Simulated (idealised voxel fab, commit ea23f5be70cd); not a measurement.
You're looking at the process module voxel transistor to metal.
The cross-section on display is named cut; it measures 215 nm wide, and its cells are 5 nm squares.
A cross-section is a grid of square cells, given in bands from the top down. A band is one or more rows of cells. It is stipulated that each band's entry specify, in nanometres, the height of the top of the band and then that of its bottom, followed by the materials of the band in left-to-right sequence, each together with its width in nanometres. A single material marked by the word "throughout" is understood to fill the band from edge to edge; the word "air" is understood to denote empty space. A quick word on heights: they are counted from 0, and under that level the wafer as it came to us is one material throughout. The lowest band is different from the rest in having no bottom; it simply continues downward, written as in "from 0 down". Per-row width for "30->40": begins at first number (top row of band), ends at second number (bottom row), increment between rows held constant. You'll sometimes find "remained unchanged" written for a step, and that's the way of saying that nowhere in the cross-section did a cell change during that step. Closed-off voids of 8+ cells (no open route to the top) go in "Voids, fully enclosed", written width x height at distance from the left edge, in nm. On each step's line, the part that comes after the settings is the simulator's own comment on the step. The "overlay nm" setting may appear on a step's line; for a step that uses a mask, it gives how far to the right of its planned position the mask lay, and a negative value indicates the left.
This section lists the process steps that were planned
- 1: RECEIVE | material Si
- 2: OXIDIZE | depth nm 5
- 3: CONFORMAL_DEP | material SiN | thk nm 10
- 4: DIRECTIONAL_DEP | material aC | thk nm 15
- 5: PATTERN | tone cover | mask id ACTIVE | material resist | width nm 115 | thk nm 30 | overlay nm 0
- 6: DIRECTIONAL_ETCH | etch materials aC | depth nm 15
- 7: STRIP | etch materials resist
- 8: DIRECTIONAL_ETCH | etch materials SiN | depth nm 10
- 9: DIRECTIONAL_ETCH | etch materials SiO2 | depth nm 5
- 10: DIRECTIONAL_ETCH | etch materials Si | depth nm 25
- 11: STRIP | etch materials aC
- 12: FILL_DEP | material SiO2 | thk nm 10
- 13: CMP | height nm 10
- 14: SELECTIVE_ETCH | etch materials SiO2 | depth nm 10
- 15: STRIP | etch materials SiN
- 16: SELECTIVE_ETCH | etch materials SiO2 | depth nm 5
- 17: OXIDIZE | depth nm 5
- 18: DIRECTIONAL_DEP | material polySi | thk nm 25
- 19: DIRECTIONAL_DEP | material SiCN | thk nm 15
- 20: PATTERN | tone cover | mask id GATE | material resist | width nm 35 | thk nm 15 | overlay nm 0
- 21: DIRECTIONAL_ETCH | etch materials SiCN | depth nm 25
- 22: DIRECTIONAL_ETCH | etch materials polySi | depth nm 35
- 23: STRIP | etch materials resist
- 24: CONFORMAL_DEP | material SiO2 | thk nm 5
- 25: DIRECTIONAL_ETCH | etch materials SiO2 | depth nm 5
- 26: CONFORMAL_DEP | material SiN | thk nm 5
- 27: DIRECTIONAL_ETCH | etch materials SiN | depth nm 5
- 28: DIRECTIONAL_ETCH | etch materials SiO2 | depth nm 5
- 29: EPI | material pSi | thk nm 5
- 30: FILL_DEP | material SiO2 | thk nm 10
- 31: CMP | height nm 20
- 32: STRIP | etch materials polySi
- 33: SELECTIVE_ETCH | etch materials SiO2 | depth nm 5
- 34: CONFORMAL_DEP | material HfO2 | thk nm 5
- 35: CONFORMAL_DEP | material TiN | thk nm 5
- 36: FILL_DEP | material W | thk nm 10
- 37: CMP | height nm 15
- 38: DIRECTIONAL_DEP | material SiO2 | thk nm 15
- 39: MASKED_ETCH | tone open | mask id CONTACT | width nm 15 | pitch nm 80 | etch materials SiO2 | depth nm 35 | overlay nm 0
- 40: CONFORMAL_DEP | material TiN | thk nm 5
- 41: FILL_DEP | material W | thk nm 5
- 42: CMP | height nm 30
- 43: CONFORMAL_DEP | material SiCN | thk nm 5
- 44: DIRECTIONAL_DEP | material SiO2 | thk nm 20
- 45: PATTERN | tone open | mask id METAL_1 | material resist | width nm 15 | pitch nm 80 | thk nm 15 | overlay nm 0
- 46: DIRECTIONAL_ETCH | etch materials SiO2 | depth nm 20
- 47: DIRECTIONAL_ETCH | etch materials SiCN | depth nm 5
- 48: STRIP | etch materials resist
- 49: CONFORMAL_DEP | material TiN | thk nm 5
- 50: FILL_DEP | material Cu | thk nm 10
- 51: CMP | height nm 55
- 52: EPI | material Ru | thk nm 5
- 53: FILL_DEP | material SiCN | thk nm 5
Of two wafers, the first: run according to plan
Wafer at receipt (post step 1), cross-section
from 0 down  Si throughout
Voids, fully enclosed: none
The wafer, seen in cross-section, after step 2
from 0 to -5  SiO2 throughout
All layers under -5 are left as they were.
The wafer, seen in cross-section, after step 3
from 10 to 0  SiN throughout
All layers under 0 are left as they were.
The wafer, seen in cross-section, after step 4
from 25 to 10  aC throughout
All layers under 10 are left as they were.
The wafer, seen in cross-section, after step 5
from 55 to 25  air 50 nm, then resist 115 nm, then air 50 nm
All layers under 25 are left as they were.
The wafer, seen in cross-section, after step 6
from 40 to 25  air 50 nm, then resist 115 nm, then air 50 nm
from 25 to 10  air 50 nm, then aC 115 nm, then air 50 nm
All layers under 10 are left as they were.
The wafer, seen in cross-section, after step 7
from 25 to 10  air 50 nm, then aC 115 nm, then air 50 nm
All layers under 10 are left as they were.
The wafer, seen in cross-section, after step 8
from 25 to 10  air 50 nm, then aC 115 nm, then air 50 nm
from 10 to 0  air 50 nm, then SiN 115 nm, then air 50 nm
All layers under 0 are left as they were.
The wafer, seen in cross-section, after step 9
from 25 to 10  air 50 nm, then aC 115 nm, then air 50 nm
from 10 to 0  air 50 nm, then SiN 115 nm, then air 50 nm
from 0 to -5  air 50 nm, then SiO2 115 nm, then air 50 nm
All layers under -5 are left as they were.
The wafer, seen in cross-section, after step 10
from 25 to 10  air 50 nm, then aC 115 nm, then air 50 nm
from 10 to 0  air 50 nm, then SiN 115 nm, then air 50 nm
from 0 to -5  air 50 nm, then SiO2 115 nm, then air 50 nm
from -5 to -30  air 50 nm, then Si 115 nm, then air 50 nm
All layers under -30 are left as they were.
The wafer, seen in cross-section, after step 11
from 10 to 0  air 50 nm, then SiN 115 nm, then air 50 nm
All layers under 0 are left as they were.
The wafer, seen in cross-section, after step 12
from 20 to 10  SiO2 throughout
from 10 to 0  SiO2 50 nm, then SiN 115 nm, then SiO2 50 nm
from 0 to -5  SiO2 throughout
from -5 to -30  SiO2 50 nm, then Si 115 nm, then SiO2 50 nm
All layers under -30 are left as they were.
The wafer, seen in cross-section, after step 13
from 10 to 0  SiO2 50 nm, then SiN 115 nm, then SiO2 50 nm
All layers under 0 are left as they were.
The wafer, seen in cross-section, after step 14
from 10 to 0  air 50 nm, then SiN 115 nm, then air 50 nm
All layers under 0 are left as they were.
The wafer, seen in cross-section, after step 15
from 0 to -5  SiO2 throughout
All layers under -5 are left as they were.
The wafer, seen in cross-section, after step 16
from -5 to -30  SiO2 50 nm, then Si 115 nm, then SiO2 50 nm
All layers under -30 are left as they were.
The wafer, seen in cross-section, after step 17
from -5 to -10  SiO2 throughout
All layers under -10 are left as they were.
The wafer, seen in cross-section, after step 18
from 20 to -5  polySi throughout
All layers under -5 are left as they were.
The wafer, seen in cross-section, after step 19
from 35 to 20  SiCN throughout
All layers under 20 are left as they were.
The wafer, seen in cross-section, after step 20
from 50 to 35  air 90 nm, then resist 35 nm, then air 90 nm
All layers under 35 are left as they were.
The wafer, seen in cross-section, after step 21
from 50 to 35  air 90 nm, then resist 35 nm, then air 90 nm
from 35 to 20  air 90 nm, then SiCN 35 nm, then air 90 nm
All layers under 20 are left as they were.
The wafer, seen in cross-section, after step 22
from 50 to 35  air 90 nm, then resist 35 nm, then air 90 nm
from 35 to 20  air 90 nm, then SiCN 35 nm, then air 90 nm
from 20 to -5  air 90 nm, then polySi 35 nm, then air 90 nm
All layers under -5 are left as they were.
The wafer, seen in cross-section, after step 23
from 35 to 20  air 90 nm, then SiCN 35 nm, then air 90 nm
All layers under 20 are left as they were.
The wafer, seen in cross-section, after step 24
from 40 to 35  air 85 nm, then SiO2 45 nm, then air 85 nm
from 35 to 20  air 85 nm, then SiO2 5 nm, then SiCN 35 nm, then SiO2 5 nm, then air 85 nm
from 20 to 0  air 85 nm, then SiO2 5 nm, then polySi 35 nm, then SiO2 5 nm, then air 85 nm
from 0 to -5  SiO2 90 nm, then polySi 35 nm, then SiO2 90 nm
All layers under -5 are left as they were.
The wafer, seen in cross-section, after step 25
from 35 to 20  air 85 nm, then SiO2 5 nm, then SiCN 35 nm, then SiO2 5 nm, then air 85 nm
from 20 to -5  air 85 nm, then SiO2 5 nm, then polySi 35 nm, then SiO2 5 nm, then air 85 nm
All layers under -5 are left as they were.
The wafer, seen in cross-section, after step 26
from 40 to 35  air 80 nm, then SiN 55 nm, then air 80 nm
from 35 to 20  air 80 nm, then SiN 5 nm, then SiO2 5 nm, then SiCN 35 nm, then SiO2 5 nm, then SiN 5 nm, then air 80 nm
from 20 to 0  air 80 nm, then SiN 5 nm, then SiO2 5 nm, then polySi 35 nm, then SiO2 5 nm, then SiN 5 nm, then air 80 nm
from 0 to -5  SiN 85 nm, then SiO2 5 nm, then polySi 35 nm, then SiO2 5 nm, then SiN 85 nm
All layers under -5 are left as they were.
The wafer, seen in cross-section, after step 27
from 35 to 20  air 80 nm, then SiN 5 nm, then SiO2 5 nm, then SiCN 35 nm, then SiO2 5 nm, then SiN 5 nm, then air 80 nm
from 20 to -5  air 80 nm, then SiN 5 nm, then SiO2 5 nm, then polySi 35 nm, then SiO2 5 nm, then SiN 5 nm, then air 80 nm
All layers under -5 are left as they were.
The wafer, seen in cross-section, after step 28
from 35 to 30  air 80 nm, then SiN 5 nm, then air 5 nm, then SiCN 35 nm, then air 5 nm, then SiN 5 nm, then air 80 nm
from 30 to 20  air 80 nm, then SiN 5 nm, then SiO2 5 nm, then SiCN 35 nm, then SiO2 5 nm, then SiN 5 nm, then air 80 nm
from 20 to -5  air 80 nm, then SiN 5 nm, then SiO2 5 nm, then polySi 35 nm, then SiO2 5 nm, then SiN 5 nm, then air 80 nm
from -5 to -10  air 80 nm, then SiO2 55 nm, then air 80 nm
All layers under -10 are left as they were.
The wafer, seen in cross-section, after step 29
from 35 to 30  air 80 nm, then SiN 5 nm, then air 5 nm, then SiCN 35 nm, then air 5 nm, then SiN 5 nm, then air 80 nm
from 30 to 20  air 80 nm, then SiN 5 nm, then SiO2 5 nm, then SiCN 35 nm, then SiO2 5 nm, then SiN 5 nm, then air 80 nm
from 20 to -5  air 80 nm, then SiN 5 nm, then SiO2 5 nm, then polySi 35 nm, then SiO2 5 nm, then SiN 5 nm, then air 80 nm
from -5 to -10  air 45 nm, then pSi 35 nm, then SiO2 55 nm, then pSi 35 nm, then air 45 nm
All layers under -10 are left as they were.
The wafer, seen in cross-section, after step 30
from 45 to 35  SiO2 throughout
from 35 to 20  SiO2 80 nm, then SiN 5 nm, then SiO2 5 nm, then SiCN 35 nm, then SiO2 5 nm, then SiN 5 nm, then SiO2 80 nm
from 20 to -5  SiO2 80 nm, then SiN 5 nm, then SiO2 5 nm, then polySi 35 nm, then SiO2 5 nm, then SiN 5 nm, then SiO2 80 nm
from -5 to -10  SiO2 45 nm, then pSi 35 nm, then SiO2 55 nm, then pSi 35 nm, then SiO2 45 nm
All layers under -10 are left as they were.
The wafer, seen in cross-section, after step 31
from 20 to -5  SiO2 80 nm, then SiN 5 nm, then SiO2 5 nm, then polySi 35 nm, then SiO2 5 nm, then SiN 5 nm, then SiO2 80 nm
All layers under -5 are left as they were.
The wafer, seen in cross-section, after step 32
from 20 to -5  SiO2 80 nm, then SiN 5 nm, then SiO2 5 nm, then air 35 nm, then SiO2 5 nm, then SiN 5 nm, then SiO2 80 nm
All layers under -5 are left as they were.
The wafer, seen in cross-section, after step 33
from 20 to 15  air 80 nm, then SiN 5 nm, then air 45 nm, then SiN 5 nm, then air 80 nm
from 15 to -5  SiO2 80 nm, then SiN 5 nm, then air 45 nm, then SiN 5 nm, then SiO2 80 nm
from -5 to -10  SiO2 45 nm, then pSi 35 nm, then SiO2 5 nm, then air 45 nm, then SiO2 5 nm, then pSi 35 nm, then SiO2 45 nm
All layers under -10 are left as they were.
The wafer, seen in cross-section, after step 34
from 25 to 20  air 75 nm, then HfO2 15 nm, then air 35 nm, then HfO2 15 nm, then air 75 nm
from 20 to 15  HfO2 80 nm, then SiN 5 nm, then HfO2 5 nm, then air 35 nm, then HfO2 5 nm, then SiN 5 nm, then HfO2 80 nm
from 15 to -5  SiO2 80 nm, then SiN 5 nm, then HfO2 5 nm, then air 35 nm, then HfO2 5 nm, then SiN 5 nm, then SiO2 80 nm
from -5 to -10  SiO2 45 nm, then pSi 35 nm, then SiO2 5 nm, then HfO2 45 nm, then SiO2 5 nm, then pSi 35 nm, then SiO2 45 nm
All layers under -10 are left as they were.
The wafer, seen in cross-section, after step 35
from 30 to 25  air 70 nm, then TiN 25 nm, then air 25 nm, then TiN 25 nm, then air 70 nm
from 25 to 20  TiN 75 nm, then HfO2 15 nm, then TiN 5 nm, then air 25 nm, then TiN 5 nm, then HfO2 15 nm, then TiN 75 nm
from 20 to 15  HfO2 80 nm, then SiN 5 nm, then HfO2 5 nm, then TiN 5 nm, then air 25 nm, then TiN 5 nm, then HfO2 5 nm, then SiN 5 nm, then HfO2 80 nm
from 15 to 0  SiO2 80 nm, then SiN 5 nm, then HfO2 5 nm, then TiN 5 nm, then air 25 nm, then TiN 5 nm, then HfO2 5 nm, then SiN 5 nm, then SiO2 80 nm
from 0 to -5  SiO2 80 nm, then SiN 5 nm, then HfO2 5 nm, then TiN 35 nm, then HfO2 5 nm, then SiN 5 nm, then SiO2 80 nm
All layers under -5 are left as they were.
The wafer, seen in cross-section, after step 36
from 40 to 30  W throughout
from 30 to 25  W 70 nm, then TiN 25 nm, then W 25 nm, then TiN 25 nm, then W 70 nm
from 25 to 20  TiN 75 nm, then HfO2 15 nm, then TiN 5 nm, then W 25 nm, then TiN 5 nm, then HfO2 15 nm, then TiN 75 nm
from 20 to 15  HfO2 80 nm, then SiN 5 nm, then HfO2 5 nm, then TiN 5 nm, then W 25 nm, then TiN 5 nm, then HfO2 5 nm, then SiN 5 nm, then HfO2 80 nm
from 15 to 0  SiO2 80 nm, then SiN 5 nm, then HfO2 5 nm, then TiN 5 nm, then W 25 nm, then TiN 5 nm, then HfO2 5 nm, then SiN 5 nm, then SiO2 80 nm
All layers under 0 are left as they were.
The wafer, seen in cross-section, after step 37
from 15 to 0  SiO2 80 nm, then SiN 5 nm, then HfO2 5 nm, then TiN 5 nm, then W 25 nm, then TiN 5 nm, then HfO2 5 nm, then SiN 5 nm, then SiO2 80 nm
All layers under 0 are left as they were.
The wafer, seen in cross-section, after step 38
from 30 to 15  SiO2 throughout
All layers under 15 are left as they were.
The wafer, seen in cross-section, after step 39
from 30 to 15  SiO2 60 nm, then air 15 nm, then SiO2 65 nm, then air 15 nm, then SiO2 60 nm
from 15 to 0  SiO2 60 nm, then air 15 nm, then SiO2 5 nm, then SiN 5 nm, then HfO2 5 nm, then TiN 5 nm, then W 25 nm, then TiN 5 nm, then HfO2 5 nm, then SiN 5 nm, then SiO2 5 nm, then air 15 nm, then SiO2 60 nm
from 0 to -5  SiO2 60 nm, then air 15 nm, then SiO2 5 nm, then SiN 5 nm, then HfO2 5 nm, then TiN 35 nm, then HfO2 5 nm, then SiN 5 nm, then SiO2 5 nm, then air 15 nm, then SiO2 60 nm
All layers under -5 are left as they were.
The wafer, seen in cross-section, after step 40
from 35 to 30  TiN 65 nm, then air 5 nm, then TiN 75 nm, then air 5 nm, then TiN 65 nm
from 30 to 15  SiO2 60 nm, then TiN 5 nm, then air 5 nm, then TiN 5 nm, then SiO2 65 nm, then TiN 5 nm, then air 5 nm, then TiN 5 nm, then SiO2 60 nm
from 15 to 0  SiO2 60 nm, then TiN 5 nm, then air 5 nm, then TiN 5 nm, then SiO2 5 nm, then SiN 5 nm, then HfO2 5 nm, then TiN 5 nm, then W 25 nm, then TiN 5 nm, then HfO2 5 nm, then SiN 5 nm, then SiO2 5 nm, then TiN 5 nm, then air 5 nm, then TiN 5 nm, then SiO2 60 nm
from 0 to -5  SiO2 60 nm, then TiN 15 nm, then SiO2 5 nm, then SiN 5 nm, then HfO2 5 nm, then TiN 35 nm, then HfO2 5 nm, then SiN 5 nm, then SiO2 5 nm, then TiN 15 nm, then SiO2 60 nm
All layers under -5 are left as they were.
The wafer, seen in cross-section, after step 41
from 40 to 35  W throughout
from 35 to 30  TiN 65 nm, then W 5 nm, then TiN 75 nm, then W 5 nm, then TiN 65 nm
from 30 to 15  SiO2 60 nm, then TiN 5 nm, then W 5 nm, then TiN 5 nm, then SiO2 65 nm, then TiN 5 nm, then W 5 nm, then TiN 5 nm, then SiO2 60 nm
from 15 to 0  SiO2 60 nm, then TiN 5 nm, then W 5 nm, then TiN 5 nm, then SiO2 5 nm, then SiN 5 nm, then HfO2 5 nm, then TiN 5 nm, then W 25 nm, then TiN 5 nm, then HfO2 5 nm, then SiN 5 nm, then SiO2 5 nm, then TiN 5 nm, then W 5 nm, then TiN 5 nm, then SiO2 60 nm
All layers under 0 are left as they were.
The wafer, seen in cross-section, after step 42
from 30 to 15  SiO2 60 nm, then TiN 5 nm, then W 5 nm, then TiN 5 nm, then SiO2 65 nm, then TiN 5 nm, then W 5 nm, then TiN 5 nm, then SiO2 60 nm
All layers under 15 are left as they were.
The wafer, seen in cross-section, after step 43
from 35 to 30  SiCN throughout
All layers under 30 are left as they were.
The wafer, seen in cross-section, after step 44
from 55 to 35  SiO2 throughout
All layers under 35 are left as they were.
The wafer, seen in cross-section, after step 45
from 70 to 55  resist 60 nm, then air 15 nm, then resist 65 nm, then air 15 nm, then resist 60 nm
All layers under 55 are left as they were.
The wafer, seen in cross-section, after step 46
from 70 to 55  resist 60 nm, then air 15 nm, then resist 65 nm, then air 15 nm, then resist 60 nm
from 55 to 35  SiO2 60 nm, then air 15 nm, then SiO2 65 nm, then air 15 nm, then SiO2 60 nm
All layers under 35 are left as they were.
The wafer, seen in cross-section, after step 47
from 70 to 55  resist 60 nm, then air 15 nm, then resist 65 nm, then air 15 nm, then resist 60 nm
from 55 to 35  SiO2 60 nm, then air 15 nm, then SiO2 65 nm, then air 15 nm, then SiO2 60 nm
from 35 to 30  SiCN 60 nm, then air 15 nm, then SiCN 65 nm, then air 15 nm, then SiCN 60 nm
All layers under 30 are left as they were.
The wafer, seen in cross-section, after step 48
from 55 to 35  SiO2 60 nm, then air 15 nm, then SiO2 65 nm, then air 15 nm, then SiO2 60 nm
All layers under 35 are left as they were.
The wafer, seen in cross-section, after step 49
from 60 to 55  TiN 65 nm, then air 5 nm, then TiN 75 nm, then air 5 nm, then TiN 65 nm
from 55 to 35  SiO2 60 nm, then TiN 5 nm, then air 5 nm, then TiN 5 nm, then SiO2 65 nm, then TiN 5 nm, then air 5 nm, then TiN 5 nm, then SiO2 60 nm
from 35 to 30  SiCN 60 nm, then TiN 15 nm, then SiCN 65 nm, then TiN 15 nm, then SiCN 60 nm
All layers under 30 are left as they were.
The wafer, seen in cross-section, after step 50
from 70 to 60  Cu throughout
from 60 to 55  TiN 65 nm, then Cu 5 nm, then TiN 75 nm, then Cu 5 nm, then TiN 65 nm
from 55 to 35  SiO2 60 nm, then TiN 5 nm, then Cu 5 nm, then TiN 5 nm, then SiO2 65 nm, then TiN 5 nm, then Cu 5 nm, then TiN 5 nm, then SiO2 60 nm
All layers under 35 are left as they were.
The wafer, seen in cross-section, after step 51
from 55 to 35  SiO2 60 nm, then TiN 5 nm, then Cu 5 nm, then TiN 5 nm, then SiO2 65 nm, then TiN 5 nm, then Cu 5 nm, then TiN 5 nm, then SiO2 60 nm
All layers under 35 are left as they were.
The wafer, seen in cross-section, after step 52
from 60 to 55  air 55 nm, then Ru 25 nm, then air 55 nm, then Ru 25 nm, then air 55 nm
All layers under 55 are left as they were.
The wafer, seen in cross-section, after step 53
from 65 to 60  SiCN throughout
from 60 to 55  SiCN 55 nm, then Ru 25 nm, then SiCN 55 nm, then Ru 25 nm, then SiCN 55 nm
All layers under 55 are left as they were.
The second wafer: identical to the first at the outset and in its planned sequence, differing only in that one mistake was made during processing; up to and including step 33, its path is the first wafer's path
At the planned end of step 34, the second wafer in cross-section
from 25 to 20  air 75 nm, then TiN 15 nm, then air 35 nm, then TiN 15 nm, then air 75 nm
from 20 to 15  TiN 80 nm, then SiN 5 nm, then TiN 5 nm, then air 35 nm, then TiN 5 nm, then SiN 5 nm, then TiN 80 nm
from 15 to -5  SiO2 80 nm, then SiN 5 nm, then TiN 5 nm, then air 35 nm, then TiN 5 nm, then SiN 5 nm, then SiO2 80 nm
from -5 to -10  SiO2 45 nm, then pSi 35 nm, then SiO2 5 nm, then TiN 45 nm, then SiO2 5 nm, then pSi 35 nm, then SiO2 45 nm
All layers under -10 are left as they were.
At the planned end of step 35, the second wafer in cross-section
from 30 to 25  air 70 nm, then HfO2 25 nm, then air 25 nm, then HfO2 25 nm, then air 70 nm
from 25 to 20  HfO2 75 nm, then TiN 15 nm, then HfO2 5 nm, then air 25 nm, then HfO2 5 nm, then TiN 15 nm, then HfO2 75 nm
from 20 to 15  TiN 80 nm, then SiN 5 nm, then TiN 5 nm, then HfO2 5 nm, then air 25 nm, then HfO2 5 nm, then TiN 5 nm, then SiN 5 nm, then TiN 80 nm
from 15 to 0  SiO2 80 nm, then SiN 5 nm, then TiN 5 nm, then HfO2 5 nm, then air 25 nm, then HfO2 5 nm, then TiN 5 nm, then SiN 5 nm, then SiO2 80 nm
from 0 to -5  SiO2 80 nm, then SiN 5 nm, then TiN 5 nm, then HfO2 35 nm, then TiN 5 nm, then SiN 5 nm, then SiO2 80 nm
All layers under -5 are left as they were.
At the planned end of step 36, the second wafer in cross-section
from 40 to 30  W throughout
from 30 to 25  W 70 nm, then HfO2 25 nm, then W 25 nm, then HfO2 25 nm, then W 70 nm
from 25 to 20  HfO2 75 nm, then TiN 15 nm, then HfO2 5 nm, then W 25 nm, then HfO2 5 nm, then TiN 15 nm, then HfO2 75 nm
from 20 to 15  TiN 80 nm, then SiN 5 nm, then TiN 5 nm, then HfO2 5 nm, then W 25 nm, then HfO2 5 nm, then TiN 5 nm, then SiN 5 nm, then TiN 80 nm
from 15 to 0  SiO2 80 nm, then SiN 5 nm, then TiN 5 nm, then HfO2 5 nm, then W 25 nm, then HfO2 5 nm, then TiN 5 nm, then SiN 5 nm, then SiO2 80 nm
All layers under 0 are left as they were.
At the planned end of step 37, the second wafer in cross-section
from 15 to 0  SiO2 80 nm, then SiN 5 nm, then TiN 5 nm, then HfO2 5 nm, then W 25 nm, then HfO2 5 nm, then TiN 5 nm, then SiN 5 nm, then SiO2 80 nm
All layers under 0 are left as they were.
At the planned end of step 38, the second wafer in cross-section
from 30 to 15  SiO2 throughout
All layers under 15 are left as they were.
At the planned end of step 39, the second wafer in cross-section
from 30 to 15  SiO2 60 nm, then air 15 nm, then SiO2 65 nm, then air 15 nm, then SiO2 60 nm
from 15 to 0  SiO2 60 nm, then air 15 nm, then SiO2 5 nm, then SiN 5 nm, then TiN 5 nm, then HfO2 5 nm, then W 25 nm, then HfO2 5 nm, then TiN 5 nm, then SiN 5 nm, then SiO2 5 nm, then air 15 nm, then SiO2 60 nm
from 0 to -5  SiO2 60 nm, then air 15 nm, then SiO2 5 nm, then SiN 5 nm, then TiN 5 nm, then HfO2 35 nm, then TiN 5 nm, then SiN 5 nm, then SiO2 5 nm, then air 15 nm, then SiO2 60 nm
All layers under -5 are left as they were.
At the planned end of step 40, the second wafer in cross-section
from 35 to 30  TiN 65 nm, then air 5 nm, then TiN 75 nm, then air 5 nm, then TiN 65 nm
from 30 to 15  SiO2 60 nm, then TiN 5 nm, then air 5 nm, then TiN 5 nm, then SiO2 65 nm, then TiN 5 nm, then air 5 nm, then TiN 5 nm, then SiO2 60 nm
from 15 to 0  SiO2 60 nm, then TiN 5 nm, then air 5 nm, then TiN 5 nm, then SiO2 5 nm, then SiN 5 nm, then TiN 5 nm, then HfO2 5 nm, then W 25 nm, then HfO2 5 nm, then TiN 5 nm, then SiN 5 nm, then SiO2 5 nm, then TiN 5 nm, then air 5 nm, then TiN 5 nm, then SiO2 60 nm
from 0 to -5  SiO2 60 nm, then TiN 15 nm, then SiO2 5 nm, then SiN 5 nm, then TiN 5 nm, then HfO2 35 nm, then TiN 5 nm, then SiN 5 nm, then SiO2 5 nm, then TiN 15 nm, then SiO2 60 nm
All layers under -5 are left as they were.
At the planned end of step 41, the second wafer in cross-section
from 40 to 35  W throughout
from 35 to 30  TiN 65 nm, then W 5 nm, then TiN 75 nm, then W 5 nm, then TiN 65 nm
from 30 to 15  SiO2 60 nm, then TiN 5 nm, then W 5 nm, then TiN 5 nm, then SiO2 65 nm, then TiN 5 nm, then W 5 nm, then TiN 5 nm, then SiO2 60 nm
from 15 to 0  SiO2 60 nm, then TiN 5 nm, then W 5 nm, then TiN 5 nm, then SiO2 5 nm, then SiN 5 nm, then TiN 5 nm, then HfO2 5 nm, then W 25 nm, then HfO2 5 nm, then TiN 5 nm, then SiN 5 nm, then SiO2 5 nm, then TiN 5 nm, then W 5 nm, then TiN 5 nm, then SiO2 60 nm
All layers under 0 are left as they were.
At the planned end of step 42, the second wafer in cross-section
from 30 to 15  SiO2 60 nm, then TiN 5 nm, then W 5 nm, then TiN 5 nm, then SiO2 65 nm, then TiN 5 nm, then W 5 nm, then TiN 5 nm, then SiO2 60 nm
All layers under 15 are left as they were.
At the planned end of step 43, the second wafer in cross-section
from 35 to 30  SiCN throughout
All layers under 30 are left as they were.
At the planned end of step 44, the second wafer in cross-section
from 55 to 35  SiO2 throughout
All layers under 35 are left as they were.
At the planned end of step 45, the second wafer in cross-section
from 70 to 55  resist 60 nm, then air 15 nm, then resist 65 nm, then air 15 nm, then resist 60 nm
All layers under 55 are left as they were.
At the planned end of step 46, the second wafer in cross-section
from 70 to 55  resist 60 nm, then air 15 nm, then resist 65 nm, then air 15 nm, then resist 60 nm
from 55 to 35  SiO2 60 nm, then air 15 nm, then SiO2 65 nm, then air 15 nm, then SiO2 60 nm
All layers under 35 are left as they were.
At the planned end of step 47, the second wafer in cross-section
from 70 to 55  resist 60 nm, then air 15 nm, then resist 65 nm, then air 15 nm, then resist 60 nm
from 55 to 35  SiO2 60 nm, then air 15 nm, then SiO2 65 nm, then air 15 nm, then SiO2 60 nm
from 35 to 30  SiCN 60 nm, then air 15 nm, then SiCN 65 nm, then air 15 nm, then SiCN 60 nm
All layers under 30 are left as they were.
At the planned end of step 48, the second wafer in cross-section
from 55 to 35  SiO2 60 nm, then air 15 nm, then SiO2 65 nm, then air 15 nm, then SiO2 60 nm
All layers under 35 are left as they were.
At the planned end of step 49, the second wafer in cross-section
from 60 to 55  TiN 65 nm, then air 5 nm, then TiN 75 nm, then air 5 nm, then TiN 65 nm
from 55 to 35  SiO2 60 nm, then TiN 5 nm, then air 5 nm, then TiN 5 nm, then SiO2 65 nm, then TiN 5 nm, then air 5 nm, then TiN 5 nm, then SiO2 60 nm
from 35 to 30  SiCN 60 nm, then TiN 15 nm, then SiCN 65 nm, then TiN 15 nm, then SiCN 60 nm
All layers under 30 are left as they were.
At the planned end of step 50, the second wafer in cross-section
from 70 to 60  Cu throughout
from 60 to 55  TiN 65 nm, then Cu 5 nm, then TiN 75 nm, then Cu 5 nm, then TiN 65 nm
from 55 to 35  SiO2 60 nm, then TiN 5 nm, then Cu 5 nm, then TiN 5 nm, then SiO2 65 nm, then TiN 5 nm, then Cu 5 nm, then TiN 5 nm, then SiO2 60 nm
All layers under 35 are left as they were.
At the planned end of step 51, the second wafer in cross-section
from 55 to 35  SiO2 60 nm, then TiN 5 nm, then Cu 5 nm, then TiN 5 nm, then SiO2 65 nm, then TiN 5 nm, then Cu 5 nm, then TiN 5 nm, then SiO2 60 nm
All layers under 35 are left as they were.
At the planned end of step 52, the second wafer in cross-section
from 60 to 55  air 55 nm, then Ru 25 nm, then air 55 nm, then Ru 25 nm, then air 55 nm
All layers under 55 are left as they were.
At the planned end of step 53, the second wafer in cross-section
from 65 to 60  SiCN throughout
from 60 to 55  SiCN 55 nm, then Ru 25 nm, then SiCN 55 nm, then Ru 25 nm, then SiCN 55 nm
All layers under 55 are left as they were.
In executing the process, a mistake was made relative to the plan: note: step 34 <-> step 35, run order reversed vs plan
End of process, cell counts, second wafer against first, materials with more or fewer: HfO2 -4; TiN +4
